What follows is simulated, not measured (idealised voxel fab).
process module | voxel capacitor over wiring
cross-section cut | 280 nm wide | cells 5 nm
A cross-section is a grid of square cells, given in bands from the top down. A band is one or more rows of cells.
Each band's line starts with the height of the band's top and of its bottom, in nm. Then come its materials from left to right, each with its width in nm. One material with "throughout" fills the band from edge to edge. "air" is empty space.
Height 0 is the level under which the wafer as received is all one material. The lowest band goes on downwards, as in "0 down".
A width such as "30 to 40" changes by the same amount from each row of cells to the next, from the band's top row to its bottom row.
"no change" after a step means that no cell of the cross-section changed.
closed voids: empty space of 8 cells or more with no open way to the top, each as width x height at its distance from the left edge, in nm
after a step's settings: what the simulator itself notes on the step
overlay nm, on a step with a mask: how far to the right of its planned place the mask lay; to the left if negative
plan
1 op RECEIVE | material Si
2 op CONFORMAL_DEP | material SiO2 | thk nm 15
3 op CONFORMAL_DEP | material SiN | thk nm 5
4 op DIRECTIONAL_DEP | material lowk | thk nm 20
5 op PATTERN | tone open | mask id METAL_1 | material resist | width nm 30 | pitch nm 80 | thk nm 15 | overlay nm 0
6 op DIRECTIONAL_ETCH | etch materials lowk | depth nm 20
7 op DIRECTIONAL_ETCH | etch materials SiN | depth nm 5
8 op STRIP | etch materials resist
9 op CONFORMAL_DEP | material TiN | thk nm 5
10 op FILL_DEP | material W | thk nm 5
11 op CMP | height nm 40
12 op CONFORMAL_DEP | material SiCN | thk nm 5
13 op DIRECTIONAL_DEP | material SiO2 | thk nm 10
14 op DIRECTIONAL_DEP | material aC | thk nm 10
15 op PATTERN | tone open | mask id PLUG_1 | material resist | width nm 15 | thk nm 30 | overlay nm 0
16 op DIRECTIONAL_ETCH | etch materials aC | depth nm 10
17 op STRIP | etch materials resist
18 op DIRECTIONAL_ETCH | etch materials SiO2 | depth nm 10
19 op DIRECTIONAL_ETCH | etch materials SiCN | depth nm 5
20 op STRIP | etch materials aC
21 op CONFORMAL_DEP | material TiN | thk nm 5
22 op FILL_DEP | material Ru | thk nm 5
23 op CMP | height nm 55
24 op DIRECTIONAL_DEP | material TiN | thk nm 10
25 op DIRECTIONAL_DEP | material Al2O3 | thk nm 5
26 op DIRECTIONAL_DEP | material TiN | thk nm 5
27 op MASKED_ETCH | tone cover | mask id UPPER_PLATE | width nm 55 | etch materials TiN | depth nm 5 | overlay nm 0
28 op MASKED_ETCH | tone cover | mask id UPPER_PLATE | width nm 55 | etch materials Al2O3 | depth nm 5 | overlay nm 0
29 op PATTERN | tone cover | mask id LOWER_PLATE | material resist | width nm 65 | thk nm 15 | overlay nm 0
30 op DIRECTIONAL_ETCH | etch materials TiN | depth nm 10
31 op STRIP | etch materials resist
32 op FILL_DEP | material SiO2 | thk nm 15
33 op CMP | height nm 85
34 op PATTERN | tone open | mask id PLUG_2 | material resist | width nm 15 | thk nm 15 | overlay nm 0
35 op DIRECTIONAL_ETCH | etch materials SiO2 | depth nm 10
36 op STRIP | etch materials resist
37 op CONFORMAL_DEP | material TiN | thk nm 5
38 op FILL_DEP | material Cu | thk nm 5
39 op CMP | height nm 85
40 op CONFORMAL_DEP | material SiCN | thk nm 5
as received, after step 1
  0 down: Si throughout
  closed voids: none
a wafer at the end: this start, this plan, one mistake
  90 to 85: SiCN throughout
  85 to 80: SiO2 110 | TiN 5 | Cu 5 | TiN 5 | SiO2 155
  80 to 75: SiO2 110 | TiN 15 | SiO2 155
  75 to 70: SiO2 throughout
  70 to 65: SiO2 100 | TiN 55 | SiO2 125
  65 to 55: SiO2 95 | TiN 65 | SiO2 120
  55 to 45: SiO2 100 | TiN 5 | Ru 5 | TiN 5 | SiO2 165
  45 to 40: SiCN 100 | TiN 15 | SiCN 165
  40 to 20: lowk 85 | TiN 5 | W 20 | TiN 5 | lowk 50 | TiN 5 | W 20 | TiN 5 | lowk 85
  20 to 15: SiN 85 | TiN 30 | SiN 50 | TiN 30 | SiN 85
  15 to 0: SiO2 throughout
  0 down: Si throughout
  closed voids: none
what went wrong: step 25 was left out
